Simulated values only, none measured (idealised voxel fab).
The document below concerns the process module designated voxel capacitor over wiring.
Displayed cross-section: cut, width of 185 nm, square cells sized 5 nm.
Heads up, the way a cross-section reads in here is a grid of square cells, handed over as bands from the top down, with every band being one or more rows of cells. Top, bottom (nm), then materials left to right with widths (nm); lone material tagged "edge to edge" fills the whole band edge to edge; "air" = empty space. Heads up on the height convention: 0 is the point under which the incoming wafer is all one material, and the lowest band has no bottom, it just keeps going down, like "0 nm and below". A width given as "30..40" starts at the first number in the band's top row and ends at the second number in its bottom row, shifting by an equal amount at every step from row to row. When a step is marked "no alterations made", none of the cells in the cross-section changed during that step. Each empty space that has no open way to the top and spans at least 8 cells appears under "Fully enclosed voids" as width x height at distance, the distance counted from the left edge, all in nm. Past the settings on a step's line: simulator remark, on that step. overlay nm: mask offset rightward from planned place, masked step; negative means leftward offset.
These are the steps we planned for the process:
step 1: RECEIVE [material Si]
step 2: CONFORMAL_DEP [material SiO2] [thk nm 15]
step 3: CONFORMAL_DEP [material SiCN] [thk nm 5]
step 4: DIRECTIONAL_DEP [material lowk] [thk nm 20]
step 5: DIRECTIONAL_DEP [material aC] [thk nm 15]
step 6: PATTERN [tone open] [mask id METAL_1] [material resist] [width nm 20] [pitch nm 75] [thk nm 35] [overlay nm 0]
step 7: DIRECTIONAL_ETCH [etch materials aC] [depth nm 15]
step 8: STRIP [etch materials resist]
step 9: DIRECTIONAL_ETCH [etch materials lowk] [depth nm 20]
step 10: DIRECTIONAL_ETCH [etch materials SiCN] [depth nm 5]
step 11: STRIP [etch materials aC]
step 12: CONFORMAL_DEP [material TiN] [thk nm 5]
step 13: FILL_DEP [material W] [thk nm 5]
step 14: CMP [height nm 40]
step 15: CONFORMAL_DEP [material SiCN] [thk nm 5]
step 16: DIRECTIONAL_DEP [material SiO2] [thk nm 15]
step 17: PATTERN [tone open] [mask id PLUG_1] [material resist] [width nm 15] [thk nm 20] [overlay nm 0]
step 18: DIRECTIONAL_ETCH [etch materials SiO2] [depth nm 15]
step 19: DIRECTIONAL_ETCH [etch materials SiCN] [depth nm 5]
step 20: STRIP [etch materials resist]
step 21: EPI [material Ru] [thk nm 10]
step 22: EPI [material Ru] [thk nm 10]
step 23: DIRECTIONAL_DEP [material TiN] [thk nm 5]
step 24: DIRECTIONAL_DEP [material Al2O3] [thk nm 5]
step 25: DIRECTIONAL_DEP [material TiN] [thk nm 5]
step 26: DIRECTIONAL_DEP [material aC] [thk nm 15]
step 27: PATTERN [tone cover] [mask id UPPER_PLATE] [material resist] [width nm 60] [thk nm 30] [overlay nm 0]
step 28: DIRECTIONAL_ETCH [etch materials aC] [depth nm 15]
step 29: STRIP [etch materials resist]
step 30: DIRECTIONAL_ETCH [etch materials TiN] [depth nm 5]
step 31: DIRECTIONAL_ETCH [etch materials Al2O3] [depth nm 5]
step 32: STRIP [etch materials aC]
step 33: PATTERN [tone cover] [mask id LOWER_PLATE] [material resist] [width nm 70] [thk nm 20] [overlay nm 0]
step 34: DIRECTIONAL_ETCH [etch materials TiN] [depth nm 5]
step 35: STRIP [etch materials resist]
step 36: FILL_DEP [material SiO2] [thk nm 15]
step 37: CMP [height nm 85]
step 38: MASKED_ETCH [tone open] [mask id PLUG_2] [width nm 15] [etch materials SiO2] [depth nm 10] [overlay nm -15]
step 39: CONFORMAL_DEP [material TiN] [thk nm 5]
step 40: FILL_DEP [material Ru] [thk nm 5]
step 41: CMP [height nm 85]
step 42: CONFORMAL_DEP [material SiN] [thk nm 5]
The plan shows the overlay nm of step 38 as the first wafer had it; this setting differs between the wafers, which start out alike.
As-received state after step 1, first of several wafers, cross-section:
* 0 nm and below  Si edge to edge
* Fully enclosed voids: none
Table: wafers, a row each; end-of-module cell change per material since receipt, gain (+), loss (-); then closed voids:
overlay nm -15, +12 Al2O3, +13 Ru, +63 SiCN, +37 SiN, +354 SiO2, +55 TiN, +16 W, +116 lowk, Fully enclosed voids: none
overlay nm -10, +12 Al2O3, +13 Ru, +63 SiCN, +37 SiN, +354 SiO2, +55 TiN, +16 W, +116 lowk, Fully enclosed voids: none
overlay nm -5, +12 Al2O3, +13 Ru, +63 SiCN, +37 SiN, +354 SiO2, +55 TiN, +16 W, +116 lowk, Fully enclosed voids: none
overlay nm 0, +12 Al2O3, +13 Ru, +63 SiCN, +37 SiN, +354 SiO2, +55 TiN, +16 W, +116 lowk, Fully enclosed voids: none
overlay nm 5, +12 Al2O3, +13 Ru, +63 SiCN, +37 SiN, +354 SiO2, +55 TiN, +16 W, +116 lowk, Fully enclosed voids: none
overlay nm 10, +12 Al2O3, +13 Ru, +63 SiCN, +37 SiN, +354 SiO2, +55 TiN, +16 W, +116 lowk, Fully enclosed voids: none
overlay nm 15, +12 Al2O3, +13 Ru, +63 SiCN, +37 SiN, +354 SiO2, +55 TiN, +16 W, +116 lowk, Fully enclosed voids: none
